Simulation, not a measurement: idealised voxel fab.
Name of the process module below: voxel wiring stack
Square cells of 5 nm make up the cross-section cut, whose width is 300 nm.
In what follows, cross-sections appear as grids of square cells, described through bands that run from the top down, where every band is one or more rows of cells. Read a band's entry like this: the first values are the height of its top and the height of its bottom in nm, and what follows is the sequence of materials from left to right, each with its width in nm. Note that "empty" is empty space, and that a single material marked "throughout" reaches across the band from edge to edge. Beneath 0, the wafer as received is one material, and that level is where height counting begins. The lowest band goes on downward without a bottom; it is written like "0 -> down". It should be noted that a width expressed as "30..40" varies in equal increments from row to row of cells within the band, taking the value of the first number at the top row and that of the second number at the bottom row. It should be understood that the words "no alteration", when stated for a given step, signify that the cross-section underwent no change in any of its cells during that step. Under "Catalogued sealed voids" you'll find the enclosed gaps, the ones with no way out to the top, that are 8 cells or bigger; each reads width x height at distance, with distance counted from the left edge, everything in nm. What comes after the settings on a step's line is commentary from the simulator itself on that step. On any step carrying a mask, the "overlay nm" setting, if present on the step's line, tells how far right of its planned place the mask lay; negative values point to the left.
-- The process steps that were planned are listed below
1) RECEIVE (material Si)
2) CONFORMAL_DEP (material SiO2; thk nm 10)
3) DIRECTIONAL_DEP (material TiN; thk nm 5)
4) DIRECTIONAL_DEP (material W; thk nm 25)
5) MASKED_ETCH (tone cover; mask id METAL_1; width nm 25; pitch nm 45; etch materials W; depth nm 25; overlay nm 0)
6) MASKED_ETCH (tone cover; mask id METAL_1; width nm 25; pitch nm 45; etch materials TiN; depth nm 5; overlay nm 0)
7) FILL_DEP (material lowk; thk nm 10)
8) CMP (height nm 40)
9) CONFORMAL_DEP (material SiCN; thk nm 5)
10) DIRECTIONAL_DEP (material lowk; thk nm 20)
11) MASKED_ETCH (tone open; mask id PLUG_1; width nm 15; pitch nm 45; etch materials lowk; depth nm 20; overlay nm 0)
12) MASKED_ETCH (tone open; mask id PLUG_1; width nm 15; pitch nm 45; etch materials SiCN; depth nm 5; overlay nm 0)
13) CONFORMAL_DEP (material TiN; thk nm 5)
14) FILL_DEP (material W; thk nm 5)
15) CMP (height nm 65)
16) CONFORMAL_DEP (material SiN; thk nm 5)
17) DIRECTIONAL_DEP (material SiO2; thk nm 20)
18) DIRECTIONAL_DEP (material aC; thk nm 10)
19) PATTERN (tone open; mask id METAL_2; material resist; width nm 25; pitch nm 45; thk nm 25; overlay nm 0)
20) DIRECTIONAL_ETCH (etch materials aC; depth nm 10)
21) STRIP (etch materials resist)
22) DIRECTIONAL_ETCH (etch materials SiO2; depth nm 20)
23) DIRECTIONAL_ETCH (etch materials SiN; depth nm 5)
24) STRIP (etch materials aC)
25) CONFORMAL_DEP (material TiN; thk nm 5)
26) FILL_DEP (material Cu; thk nm 5)
27) CMP (height nm 90)
28) CONFORMAL_DEP (material SiN; thk nm 5)
-- This is the cross-section of the wafer as we received it, i.e. after step 1
	0 -> down = Si throughout
	Catalogued sealed voids: none
-- The first of the two wafers as seen in cross-section once the module was finished; processing followed the plan
	95 -> 90 = SiN throughout
	90 -> 70 = SiO2 115, TiN 5, Cu 15, TiN 5, SiO2 20, TiN 5, Cu 15, TiN 5, SiO2 115
	70 -> 65 = SiN 115, TiN 25, SiN 20, TiN 25, SiN 115
	65 -> 45 = lowk 115, TiN 5, W 5, TiN 5, lowk 30, TiN 5, W 5, TiN 5, lowk 125
	45 -> 40 = SiCN 115, TiN 15, SiCN 30, TiN 15, SiCN 125
	40 -> 15 = lowk 115, W 25, lowk 20, W 25, lowk 115
	15 -> 10 = lowk 115, TiN 25, lowk 20, TiN 25, lowk 115
	10 -> 0 = SiO2 throughout
	0 -> down = Si throughout
	Catalogued sealed voids: none
-- Cross-sectional view: second of two wafers, end of module; start and plan identical to the first, one mistake in running
	95 -> 90 = SiN throughout
	90 -> 70 = SiO2 125, TiN 5, Cu 15, TiN 5, SiO2 20, TiN 5, Cu 15, TiN 5, SiO2 105
	70 -> 65 = SiN 125, TiN 25, SiN 20, TiN 25, SiN 105
	65 -> 45 = lowk 115, TiN 5, W 5, TiN 5, lowk 30, TiN 5, W 5, TiN 5, lowk 125
	45 -> 40 = SiCN 115, TiN 15, SiCN 30, TiN 15, SiCN 125
	40 -> 15 = lowk 115, W 25, lowk 20, W 25, lowk 115
	15 -> 10 = lowk 115, TiN 25, lowk 20, TiN 25, lowk 115
	10 -> 0 = SiO2 throughout
	0 -> down = Si throughout
	Catalogued sealed voids: none
Nonconformance to the process plan: step 19 deviated from plan and actually ran as PATTERN (tone open; mask id METAL_2; material resist; width nm 25; pitch nm 45; thk nm 25; overlay nm 10)
At the end, the second wafer has the same number of cells of each material as the first, but those cells sit in other places.
